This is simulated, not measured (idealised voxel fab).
The following is a process module called voxel fin reveal.
Cross-sectional view cut (width: 270 nm; square cell size: 5 nm).
How to read a cross-section here: the picture is a grid of square cells, written as bands going from the top down, and any band can span one or more rows of cells. The entry gives the band's vertical extent as a top height and a bottom height in nm, then its horizontal make-up as materials from left to right, each with a width in nm. "air" stands for empty space; a single material marked "everywhere" fills the band edge to edge. Heights are measured from 0, the level below which the as-received wafer is all one material; the lowest band has no bottom and continues downward, written as in "0 down". Width: "30->40" (first number = top row, second number = bottom row, same change from row to row of cells). When a step is marked "everything unchanged", none of the cells in the cross-section changed during that step. In the "Closed empty spaces" entry, you get each enclosed empty space of 8 cells or more, one with no open way to the top, written width x height at distance, distance from the left edge, in nm. Formally, on a step line, whatever follows the settings is a remark that the simulator itself makes on the step. If you see "overlay nm" on a step's line and that step has a mask, it's telling you how far right of where it was planned the mask ended up; a negative number means it went left instead.
Steps planned for the process:
| 1 | op RECEIVE | material Si |
| 2 | op CONFORMAL_DEP | material SiN | thk nm 5 |
| 3 | op PATTERN | tone cover | mask id FINS | material resist | width nm 15 | pitch nm 40 | thk nm 15 | overlay nm 0 |
| 4 | op DIRECTIONAL_ETCH | etch materials SiN | depth nm 5 |
| 5 | op DIRECTIONAL_ETCH | etch materials Si | depth nm 40 |
| 6 | op STRIP | etch materials resist |
| 7 | op OXIDIZE | depth nm 5 |
| 8 | op FILL_DEP | material SiO2 | thk nm 10 |
| 9 | op CMP | height nm 5 |
| 10 | op SELECTIVE_ETCH | etch materials SiO2 | depth nm 30 |
| 11 | op STRIP | etch materials SiN |
Delivered wafer in cross-section: state after step 1:
0 down: Si everywhere
Closed empty spaces: none
Wafer cross-section at module end: first of two, run to plan:
0 to -25: air=70, Si=5, air=35, Si=5, air=35, Si=5, air=35, Si=5, air=75
-25 to -45: SiO2=70, Si=5, SiO2=35, Si=5, SiO2=35, Si=5, SiO2=35, Si=5, SiO2=75
-45 down: Si everywhere
Closed empty spaces: none
Cross-sectional view of the second of two wafers upon completion of the module. This wafer shared its starting condition and process plan with the first; one error was made during its execution:
0 to -45: air=70, Si=5, air=35, Si=5, air=35, Si=5, air=35, Si=5, air=75
-45 down: Si everywhere
Closed empty spaces: none
Which mistake was made when the wafer was run? step 10 was run twice
Per the end-of-run cell counts, the second wafer holds more or fewer of some materials than the first: SiO2: 200 fewer
